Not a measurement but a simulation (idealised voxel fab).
process module | voxel wiring stack
cross-section cut | 180 nm wide | cells 5 nm
A cross-section is a grid of square cells, given in bands from the top down. A band is one or more rows of cells.
Each band's line starts with the height of the band's top and of its bottom, in nm. Then come its materials from left to right, each with its width in nm. One material with "throughout" fills the band from edge to edge. "air" is empty space.
Height 0 is the level under which the wafer as received is all one material. The lowest band goes on downwards, as in "0 down".
A width such as "30 to 40" changes by the same amount from each row of cells to the next, from the band's top row to its bottom row.
"no change" after a step means that no cell of the cross-section changed.
closed voids: empty space of 8 cells or more with no open way to the top, each as width x height at its distance from the left edge, in nm
after a step's settings: what the simulator itself notes on the step
overlay nm, on a step with a mask: how far to the right of its planned place the mask lay; to the left if negative
plan
1 op RECEIVE | material Si
2 op CONFORMAL_DEP | material SiO2 | thk nm 10
3 op DIRECTIONAL_DEP | material TiN | thk nm 5
4 op DIRECTIONAL_DEP | material Ru | thk nm 15
5 op MASKED_ETCH | tone cover | mask id METAL_1 | width nm 30 | pitch nm 50 | etch materials Ru | depth nm 15 | overlay nm 0
6 op MASKED_ETCH | tone cover | mask id METAL_1 | width nm 30 | pitch nm 50 | etch materials TiN | depth nm 5 | overlay nm 0
7 op CONFORMAL_DEP | material SiCN | thk nm 5
8 op FILL_DEP | material SiO2 | thk nm 10
9 op CMP | height nm 30
10 op CONFORMAL_DEP | material SiCN | thk nm 5
11 op DIRECTIONAL_DEP | material SiO2 | thk nm 30
12 op MASKED_ETCH | tone open | mask id METAL_2_HOLES | width nm 15 | pitch nm 50 | etch materials SiO2 | depth nm 30 | overlay nm 0
13 op PATTERN | tone open | mask id METAL_2 | material resist | width nm 30 | pitch nm 50 | thk nm 20 | overlay nm 0
14 op DIRECTIONAL_ETCH | etch materials SiO2 | depth nm 20
15 op DIRECTIONAL_ETCH | etch materials SiCN | depth nm 5
16 op STRIP | etch materials resist
17 op CONFORMAL_DEP | material TiN | thk nm 5
18 op FILL_DEP | material Ru | thk nm 5
19 op CMP | height nm 65
20 op CONFORMAL_DEP | material SiCN | thk nm 5
21 op DIRECTIONAL_DEP | material SiO2 | thk nm 25
22 op PATTERN | tone open | mask id METAL_3 | material resist | width nm 30 | pitch nm 50 | thk nm 20 | overlay nm 0
23 op DIRECTIONAL_ETCH | etch materials SiO2 | depth nm 15
24 op STRIP | etch materials resist
25 op MASKED_ETCH | tone open | mask id METAL_3_HOLES | width nm 15 | etch materials SiO2 | depth nm 10 | overlay nm 0
26 op MASKED_ETCH | tone open | mask id METAL_3_HOLES | width nm 15 | etch materials SiCN | depth nm 5 | overlay nm 0
27 op CONFORMAL_DEP | material TiN | thk nm 5
28 op FILL_DEP | material Ru | thk nm 10
29 op CMP | height nm 95
30 op CONFORMAL_DEP | material SiCN | thk nm 5
31 op DIRECTIONAL_DEP | material lowk | thk nm 35
32 op MASKED_ETCH | tone open | mask id METAL_4 | width nm 30 | pitch nm 50 | etch materials lowk | depth nm 20 | overlay nm 0
33 op MASKED_ETCH | tone open | mask id METAL_4_HOLES | width nm 15 | pitch nm 50 | etch materials lowk | depth nm 15 | overlay nm 0
34 op MASKED_ETCH | tone open | mask id METAL_4_HOLES | width nm 15 | pitch nm 50 | etch materials SiCN | depth nm 5 | overlay nm 0
35 op CONFORMAL_DEP | material TiN | thk nm 5
36 op FILL_DEP | material Ru | thk nm 5
37 op CMP | height nm 135
38 op CONFORMAL_DEP | material SiCN | thk nm 5
as received, after step 1
  0 down: Si throughout
  closed voids: none
a wafer at the end: this start, this plan, one mistake
  140 to 135: SiCN throughout
  135 to 125: lowk 45 | TiN 5 | Ru 25 | TiN 5 | lowk 15 | TiN 5 | Ru 25 | TiN 5 | lowk 50
  125 to 115: lowk 45 to 50 | TiN 10 to 5 | Ru 20 to 10 | TiN 5 to 15 | lowk 15 to 20 | TiN 10 to 5 | Ru 20 to 10 | TiN 5 to 15 | lowk 50
  115 to 105: lowk 50 | TiN 5 | Ru 10 | TiN 5 | lowk 30 | TiN 5 | Ru 10 | TiN 5 | lowk 60
  105 to 100: lowk 50 | TiN 5 | Ru 5 | TiN 10 | lowk 30 | TiN 5 | Ru 5 | TiN 10 | lowk 60
  100 to 95: SiCN 50 | TiN 15 | SiCN 35 | TiN 15 | SiCN 65
  95 to 85: SiO2 50 | TiN 5 | Ru 20 | TiN 5 | SiO2 20 | TiN 5 | Ru 20 | TiN 5 | SiO2 50
  85 to 80: SiO2 50 | TiN 5 | Ru 5 | TiN 20 | SiO2 20 | TiN 30 | SiO2 50
  80 to 70: SiO2 50 | TiN 5 | Ru 5 | TiN 5 | SiO2 115
  70 to 65: SiCN 50 | TiN 15 | SiCN 115
  65 to 50: SiO2 50 | TiN 5 | Ru 20 | TiN 5 | SiO2 20 | TiN 5 | Ru 20 | TiN 5 | SiO2 50
  50 to 45: SiO2 50 | TiN 5 | Ru 5 | TiN 20 | SiO2 20 | TiN 5 | Ru 5 | TiN 20 | SiO2 50
  45 to 35: SiO2 50 | TiN 5 | Ru 5 | TiN 5 | SiO2 35 | TiN 5 | Ru 5 | TiN 5 | SiO2 65
  35 to 30: SiCN 50 | TiN 15 | SiCN 35 | TiN 15 | SiCN 65
  30 to 15: SiO2 45 | SiCN 5 | Ru 30 | SiCN 5 | SiO2 10 | SiCN 5 | Ru 30 | SiCN 5 | SiO2 45
  15 to 10: SiCN 50 | TiN 30 | SiCN 20 | TiN 30 | SiCN 50
  10 to 0: SiO2 throughout
  0 down: Si throughout
  closed voids: none
what went wrong: step 33 ran as: op MASKED_ETCH | tone open | mask id METAL_4_HOLES | width nm 25 | pitch nm 50 | etch materials lowk | depth nm 15 | overlay nm 0
